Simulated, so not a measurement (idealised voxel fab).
This section sets out a process module, namely voxel air gaps.
Each square cell in cross-section cut measures 5 nm, and the section as a whole is 195 nm wide.
Cross-section layout: square cells on a grid; listed as bands, top to bottom; a band spans one or more cell rows. Band: top height; bottom height; in nm. Then, left to right: material with width in nm, for each material. "throughout": a single material spanning edge to edge. "blank": empty space. Measure heights from 0. That's the level where, below it, the as-received wafer is all one material. The lowest band is bottomless and extends downward; write it as in "0..down". Think of "30->40" as a width that walks from the first number to the second as you go down the band, top row to bottom row, taking equal-sized steps from row to row. The cross-section has no changed cell in any step marked "no modifications". Heads up: "Voids lacking openings" only lists the empty pockets with no open path to the top that are 8 cells or more, and it writes them as width x height at distance, distance from the left edge, in nm. after a step's settings: what the simulator itself notes on the step. Among the settings permitted on a step's line is "overlay nm"; applied to a step with a mask, it specifies the extent to which the mask lay to the right of its planned position, whereas a negative figure signifies a position to the left.

Planned step list for the process:
1) RECEIVE | material Si
2) CONFORMAL_DEP | material SiO2 | thk nm 10
3) CONFORMAL_DEP | material SiN | thk nm 5
4) DIRECTIONAL_DEP | material lowk | thk nm 35
5) DIRECTIONAL_DEP | material aC | thk nm 15
6) PATTERN | tone open | mask id LINES | material resist | width nm 15 | pitch nm 45 | thk nm 30 | overlay nm 0
7) DIRECTIONAL_ETCH | etch materials aC | depth nm 15
8) STRIP | etch materials resist
9) DIRECTIONAL_ETCH | etch materials lowk | depth nm 35
10) STRIP | etch materials aC
11) CONFORMAL_DEP | material TiN | thk nm 5
12) FILL_DEP | material Cu | thk nm 5
13) CMP | height nm 50
14) EPI | material Ru | thk nm 10
15) SELECTIVE_ETCH | etch materials lowk | depth nm 45
16) CONFORMAL_DEP | material SiN | thk nm 5

Incoming wafer in cross-section (state: after step 1):
> 0..down | Si throughout
> Voids lacking openings: none

Cross-section: first of two wafers, module finished, run according to plan:
> 65..60 | blank: 30, then SiN: 135, then blank: 30
> 60..50 | blank: 30, then SiN: 5, then Ru: 35, then SiN: 10, then Ru: 35, then SiN: 10, then Ru: 35, then SiN: 5, then blank: 30
> 50..45 | blank: 30, then SiN: 15, then TiN: 5, then Cu: 5, then TiN: 5, then SiN: 30, then TiN: 5, then Cu: 5, then TiN: 5, then SiN: 30, then TiN: 5, then Cu: 5, then TiN: 5, then SiN: 15, then blank: 30
> 45..20 | blank: 40, then SiN: 5, then TiN: 5, then Cu: 5, then TiN: 5, then SiN: 5, then blank: 20, then SiN: 5, then TiN: 5, then Cu: 5, then TiN: 5, then SiN: 5, then blank: 20, then SiN: 5, then TiN: 5, then Cu: 5, then TiN: 5, then SiN: 5, then blank: 40
> 20..15 | SiN: 45, then TiN: 15, then SiN: 30, then TiN: 15, then SiN: 30, then TiN: 15, then SiN: 45
> 15..10 | SiN throughout
> 10..0 | SiO2 throughout
> 0..down | Si throughout
> Voids lacking openings: 20 x 25 at 65; 20 x 25 at 110

Second wafer through the module, sectioned at the end: same beginning and same plan as the first wafer, with one mistake in carrying it out:
> 65..60 | SiN throughout
> 60..50 | Ru throughout
> 50..20 | Cu: 40, then TiN: 5, then lowk: 15, then TiN: 5, then Cu: 20, then TiN: 5, then lowk: 15, then TiN: 5, then Cu: 20, then TiN: 5, then lowk: 15, then TiN: 5, then Cu: 40
> 20..15 | TiN: 45, then lowk: 15, then TiN: 30, then lowk: 15, then TiN: 30, then lowk: 15, then TiN: 45
> 15..10 | SiN throughout
> 10..0 | SiO2 throughout
> 0..down | Si throughout
> Voids lacking openings: none
The mistake made against the process plan was this: step 6, actual vs plan mismatch, actual run PATTERN | tone cover | mask id LINES | material resist | width nm 15 | pitch nm 45 | thk nm 30 | overlay nm 0
Per the end-of-run cell counts, the second wafer holds more or fewer of some materials than the first: Cu: 126 more | Ru: 36 more | SiN: 78 fewer | TiN: 21 more | lowk: 63 more
Heads up: the first wafer ends with 2 closed voids, the second with 0.
